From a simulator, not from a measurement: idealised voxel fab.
process module | voxel transistor to metal
Shown is cross-section cut, with a width of 155 nm and square cells of size 5 nm.
Cross-section = grid of square cells, listed top down in bands; band = one or more rows. Basically the band line says how high the top is and how high the bottom is, in nm, and then what's in it from left to right, every material with its width in nm. Empty space shows up as "blank", and if a single material carries "everywhere" it runs the full band edge to edge. Height 0 is the level under which the wafer as received is all one material. The lowest band goes on downwards, as in "0 -> down". The two numbers in a width such as "30..40" mark its ends across the band: the first belongs to the top row of cells, the second to the bottom row, and from each row to the next the width moves by the same amount. For the purposes of this document, the phrase "changes: none" attached to a step denotes that no cell within the cross-section was modified by that step. Closed empty spaces (no open way to the top) of 8 cells or more are what "Enclosed internal cavities" lists, each as width x height at distance from the left edge, nm for all three. Formally, on a step line, whatever follows the settings is a remark that the simulator itself makes on the step. Among the settings permitted on a step's line is "overlay nm"; applied to a step with a mask, it specifies the extent to which the mask lay to the right of its planned position, whereas a negative figure signifies a position to the left.

**Intended process steps**
1 RECEIVE, material Si
2 OXIDIZE, depth nm 5
3 CONFORMAL_DEP, material SiN, thk nm 10
4 MASKED_ETCH, tone cover, mask id ACTIVE, width nm 105, etch materials SiN, depth nm 10, overlay nm 0
5 MASKED_ETCH, tone cover, mask id ACTIVE, width nm 105, etch materials SiO2, depth nm 5, overlay nm -10
6 MASKED_ETCH, tone cover, mask id ACTIVE, width nm 105, etch materials Si, depth nm 25, overlay nm 0
7 OXIDIZE, depth nm 5
8 FILL_DEP, material SiO2, thk nm 5
9 CMP, height nm 10
10 SELECTIVE_ETCH, etch materials SiO2, depth nm 10
11 STRIP, etch materials SiN
12 SELECTIVE_ETCH, etch materials SiO2, depth nm 5
13 OXIDIZE, depth nm 5
14 DIRECTIONAL_DEP, material polySi, thk nm 30
15 DIRECTIONAL_DEP, material SiCN, thk nm 15
16 DIRECTIONAL_DEP, material aC, thk nm 15
17 PATTERN, tone cover, mask id GATE, material resist, width nm 25, thk nm 30, overlay nm 0
18 DIRECTIONAL_ETCH, etch materials aC, depth nm 15
19 STRIP, etch materials resist
20 DIRECTIONAL_ETCH, etch materials SiCN, depth nm 25
21 DIRECTIONAL_ETCH, etch materials polySi, depth nm 40
22 STRIP, etch materials aC
23 CONFORMAL_DEP, material SiO2, thk nm 5
24 DIRECTIONAL_ETCH, etch materials SiO2, depth nm 5
25 CONFORMAL_DEP, material SiN, thk nm 5
26 DIRECTIONAL_ETCH, etch materials SiN, depth nm 5
27 DIRECTIONAL_ETCH, etch materials SiO2, depth nm 5
28 EPI, material nSi, thk nm 5
29 FILL_DEP, material SiO2, thk nm 10
30 CMP, height nm 25
31 STRIP, etch materials polySi
32 SELECTIVE_ETCH, etch materials SiO2, depth nm 5
33 CONFORMAL_DEP, material HfO2, thk nm 5
34 CONFORMAL_DEP, material TiN, thk nm 5
35 FILL_DEP, material W, thk nm 5
36 CMP, height nm 20
37 DIRECTIONAL_DEP, material SiO2, thk nm 15
38 DIRECTIONAL_DEP, material aC, thk nm 15
39 PATTERN, tone open, mask id CONTACT, material resist, width nm 20, pitch nm 75, thk nm 35, overlay nm 0
40 DIRECTIONAL_ETCH, etch materials aC, depth nm 15
41 STRIP, etch materials resist
42 DIRECTIONAL_ETCH, etch materials SiO2, depth nm 40
43 STRIP, etch materials aC
44 CONFORMAL_DEP, material TiN, thk nm 5
45 FILL_DEP, material W, thk nm 5
46 CMP, height nm 35
47 CONFORMAL_DEP, material SiCN, thk nm 5
48 DIRECTIONAL_DEP, material lowk, thk nm 25
49 PATTERN, tone open, mask id METAL_1, material resist, width nm 20, pitch nm 75, thk nm 20, overlay nm 0
50 DIRECTIONAL_ETCH, etch materials lowk, depth nm 25
51 DIRECTIONAL_ETCH, etch materials SiCN, depth nm 5
52 STRIP, etch materials resist
53 CONFORMAL_DEP, material TiN, thk nm 5
54 FILL_DEP, material Ru, thk nm 5
55 CMP, height nm 65
56 EPI, material Ru, thk nm 5
57 FILL_DEP, material SiCN, thk nm 5
58 DIRECTIONAL_DEP, material SiO2, thk nm 30
59 PATTERN, tone open, mask id METAL_2_HOLES, material resist, width nm 15, pitch nm 75, thk nm 15, overlay nm 0
60 DIRECTIONAL_ETCH, etch materials SiO2, depth nm 30
61 STRIP, etch materials resist
62 DIRECTIONAL_DEP, material aC, thk nm 10
63 PATTERN, tone open, mask id METAL_2, material resist, width nm 20, pitch nm 75, thk nm 25, overlay nm 0
64 DIRECTIONAL_ETCH, etch materials aC, depth nm 10
65 STRIP, etch materials resist
66 DIRECTIONAL_ETCH, etch materials SiO2, depth nm 15
67 DIRECTIONAL_ETCH, etch materials SiCN, depth nm 5
68 STRIP, etch materials aC
69 CONFORMAL_DEP, material TiN, thk nm 5
70 FILL_DEP, material Cu, thk nm 10
71 CMP, height nm 105
72 CONFORMAL_DEP, material SiCN, thk nm 5
What sets these wafers apart? The overlay nm at step 5. They all start alike, and the plan carries the first wafer's value.

**Cross-section of the first of several received wafers, showing its state after step 1**
> 0 -> down: Si everywhere
> Enclosed internal cavities: none

**What follows is a table in which each wafer occupies a row; for the wafer as it stands at the close of the module, the row states, material by material, how many cells have been gained (+) or lost (-) since receipt, and then gives its closed voids**
overlay nm -10; +16 Cu; +17 HfO2; +32 Ru; -112 Si; +98 SiCN; +10 SiN; +343 SiO2; +109 TiN; +40 W; +115 lowk; +14 nSi; Enclosed internal cavities: none
overlay nm -5; +16 Cu; +17 HfO2; +32 Ru; -117 Si; +98 SiCN; +10 SiN; +349 SiO2; +109 TiN; +40 W; +115 lowk; +13 nSi; Enclosed internal cavities: none
overlay nm 0; +16 Cu; +17 HfO2; +32 Ru; -122 Si; +98 SiCN; +10 SiN; +355 SiO2; +109 TiN; +40 W; +115 lowk; +12 nSi; Enclosed internal cavities: none
overlay nm 5; +16 Cu; +17 HfO2; +32 Ru; -117 Si; +98 SiCN; +10 SiN; +349 SiO2; +109 TiN; +40 W; +115 lowk; +13 nSi; Enclosed internal cavities: none
overlay nm 10; +16 Cu; +17 HfO2; +32 Ru; -112 Si; +98 SiCN; +10 SiN; +343 SiO2; +109 TiN; +40 W; +115 lowk; +14 nSi; Enclosed internal cavities: none
